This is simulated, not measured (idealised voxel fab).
Process module, titled voxel gate over fins
The figure presents cross-section cut, which has a width of 205 nm and is divided into square cells with an edge length of 5 nm.
Throughout this document, each cross-section is represented as a grid of square cells and is presented as a sequence of bands enumerated from the top downward, where a band comprises one or more rows of cells.
Heads up on the band format: heights come first, top then bottom, in nm. After that it's the materials left to right, each with its width in nm. A single material flagged "full width" fills the whole band edge to edge, and "air" means there's empty space there.
Beneath 0, the wafer as received is one material, and that level is where height counting begins. The lowest band goes on downward without a bottom; it is written like "0 down".
Per-row width for "30 to 40": begins at first number (top row of band), ends at second number (bottom row), increment between rows held constant.
A step reported as "nothing altered" is a step in which no cell of the cross-section changed.
What "Cavities, sealed" gives you is every empty space of 8 cells or more that is cut off from the top. Each appears as width x height at distance, with the distance taken from the left edge and width, height and distance all in nm.
That trailing text on a step's line, after the settings, is the simulator's own remark on the step.
"overlay nm" on a masked step: distance the mask lay right of its planned place, negative for left.

The steps planned for the process are as follows
| 1 | RECEIVE [material Si] |
| 2 | CONFORMAL_DEP [material SiN] [thk nm 10] |
| 3 | DIRECTIONAL_DEP [material aC] [thk nm 10] |
| 4 | PATTERN [tone cover] [mask id FINS] [material resist] [width nm 15] [pitch nm 40] [thk nm 25] [overlay nm 0] |
| 5 | DIRECTIONAL_ETCH [etch materials aC] [depth nm 10] |
| 6 | STRIP [etch materials resist] |
| 7 | DIRECTIONAL_ETCH [etch materials SiN] [depth nm 10] |
| 8 | DIRECTIONAL_ETCH [etch materials Si] [depth nm 40] |
| 9 | STRIP [etch materials aC] |
| 10 | OXIDIZE [depth nm 5] |
| 11 | FILL_DEP [material SiO2] [thk nm 15] |
| 12 | CMP [height nm 10] |
| 13 | SELECTIVE_ETCH [etch materials SiO2] [depth nm 20] |
| 14 | STRIP [etch materials SiN] |
| 15 | CONFORMAL_DEP [material HfO2] [thk nm 5] |
| 16 | CONFORMAL_DEP [material TiN] [thk nm 5] |
| 17 | FILL_DEP [material W] [thk nm 10] |
| 18 | CMP [height nm 15] |
| 19 | CONFORMAL_DEP [material SiCN] [thk nm 5] |

As received, after step 1
	0 down  Si full width
	Cavities, sealed: none

A wafer at the end: this start, this plan, one mistake
	20 to 15  SiCN full width
	15 to 10  TiN full width
	10 to 5  40 nm HfO2  5 nm TiN  35 nm HfO2  5 nm TiN  35 nm HfO2  5 nm TiN  35 nm HfO2  5 nm TiN  40 nm HfO2
	5 to 0  35 nm SiO2  15 nm HfO2  25 nm SiO2  15 nm HfO2  25 nm SiO2  15 nm HfO2  25 nm SiO2  15 nm HfO2  35 nm SiO2
	0 to -45  40 nm SiO2  5 nm Si  35 nm SiO2  5 nm Si  35 nm SiO2  5 nm Si  35 nm SiO2  5 nm Si  40 nm SiO2
	-45 down  Si full width
	Cavities, sealed: none
Diagnosis: plan step 12 was not performed, having been skipped
